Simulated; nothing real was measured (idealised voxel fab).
Documented hereafter: the process module known as voxel self aligned vias.
185 nm wide, 5 nm square cells: that's cross-section cut.
Cross-section = grid of square cells, listed top down in bands; band = one or more rows.
Top, bottom (nm), then materials left to right with widths (nm); lone material tagged "throughout" fills the whole band edge to edge; "blank" = empty space.
Heights from 0 (as-received wafer is one material below). Bottom band endless downward, as "0 down".
The notation "30->40" denotes a width that varies across the rows of cells in the band, beginning at the first number in the top row, finishing at the second number in the bottom row, and changing by an identical amount from each row to the next.
What does "identical to before" mean for a step? It means no cell of the cross-section changed in that step.
So "Non-vented voids" is basically the list of trapped voids: any empty space of 8 cells or more that can't reach the top through an opening. They're written width x height at distance, the distance being from the left edge, and it's all nm.
Heads up: the bit after the settings on a step's line is the simulator's remark on that step.
The line of a step may include "overlay nm". On a step with a mask, this value is how far to the right of its planned place the mask lay. A negative value means the mask lay to the left.

**The following list gives the planned process steps**
1) RECEIVE [material Si]
2) CONFORMAL_DEP [material SiO2] [thk nm 15]
3) CONFORMAL_DEP [material SiCN] [thk nm 5]
4) DIRECTIONAL_DEP [material lowk] [thk nm 30]
5) PATTERN [tone open] [mask id LINES] [material resist] [width nm 20] [pitch nm 60] [thk nm 15] [overlay nm 0]
6) DIRECTIONAL_ETCH [etch materials lowk] [depth nm 30]
7) STRIP [etch materials resist]
8) CONFORMAL_DEP [material TiN] [thk nm 5]
9) FILL_DEP [material Ru] [thk nm 10]
10) CMP [height nm 50]
11) SELECTIVE_ETCH [etch materials W Ru TiN] [depth nm 10]
12) FILL_DEP [material SiN] [thk nm 10]
13) CMP [height nm 50]
14) DIRECTIONAL_DEP [material lowk] [thk nm 15]
15) PATTERN [tone open] [mask id VIAS] [material resist] [width nm 30] [pitch nm 60] [thk nm 20] [overlay nm 0]
16) DIRECTIONAL_ETCH [etch materials lowk] [depth nm 15]
17) DIRECTIONAL_ETCH [etch materials SiN] [depth nm 10]
18) STRIP [etch materials resist]
19) CONFORMAL_DEP [material TiN] [thk nm 5]
20) FILL_DEP [material Ru] [thk nm 5]
21) CMP [height nm 65]
22) CONFORMAL_DEP [material SiN] [thk nm 5]

**The cross-section here shows the wafer as received, i.e. in its state after step 1**
	0 down = Si throughout
	Non-vented voids: none

**Cross-sectional view of the first of the two wafers upon completion of the module, processed in accordance with the plan**
	70 to 65 = SiN throughout
	65 to 55 = lowk (15) | TiN (5) | Ru (20) | TiN (5) | lowk (30) | TiN (5) | Ru (20) | TiN (5) | lowk (30) | TiN (5) | Ru (20) | TiN (5) | lowk (20)
	55 to 45 = lowk (15->20) | TiN (10->5) | Ru (10) | TiN (10->5) | lowk (30->40) | TiN (10->5) | Ru (10) | TiN (10->5) | lowk (30->40) | TiN (10->5) | Ru (10) | TiN (10->5) | lowk (20->25)
	45 to 40 = lowk (20) | TiN (20) | lowk (40) | TiN (20) | lowk (40) | TiN (20) | lowk (25)
	40 to 25 = lowk (20) | TiN (5) | Ru (10) | TiN (5) | lowk (40) | TiN (5) | Ru (10) | TiN (5) | lowk (40) | TiN (5) | Ru (10) | TiN (5) | lowk (25)
	25 to 20 = lowk (20) | TiN (20) | lowk (40) | TiN (20) | lowk (40) | TiN (20) | lowk (25)
	20 to 15 = SiCN throughout
	15 to 0 = SiO2 throughout
	0 down = Si throughout
	Non-vented voids: none

**Now the second wafer, cross-sectioned at the end of the module. Nothing different at the start, nothing different in the plan compared with the first, just one mistake when it was actually run**
	70 to 65 = SiN throughout
	65 to 55 = lowk (15) | TiN (5) | Ru (20) | TiN (5) | lowk (30) | TiN (5) | Ru (20) | TiN (5) | lowk (30) | TiN (5) | Ru (20) | TiN (5) | lowk (20)
	55 to 45 = lowk (15->20) | TiN (10->5) | Ru (10) | TiN (10->5) | lowk (30->40) | TiN (10->5) | Ru (10) | TiN (10->5) | lowk (30->40) | TiN (10->5) | Ru (10) | TiN (10->5) | lowk (20->25)
	45 to 40 = lowk (20) | TiN (20) | lowk (40) | TiN (20) | lowk (40) | TiN (20) | lowk (25)
	40 to 25 = lowk (20) | TiN (5) | Ru (10) | TiN (5) | lowk (40) | TiN (5) | Ru (10) | TiN (5) | lowk (40) | TiN (5) | Ru (10) | TiN (5) | lowk (25)
	25 to 20 = lowk (20) | TiN (20) | lowk (40) | TiN (20) | lowk (40) | TiN (20) | lowk (25)
	20 to 5 = SiO2 throughout
	5 to 0 = SiCN throughout
	0 down = Si throughout
	Non-vented voids: none
The plan and the run diverged here: deviation from plan: step 3 and step 2 executed in one another's positions
In the final comparison it is observed that the number of cells assigned to each material is identical for the two wafers, whereas their placement is not.
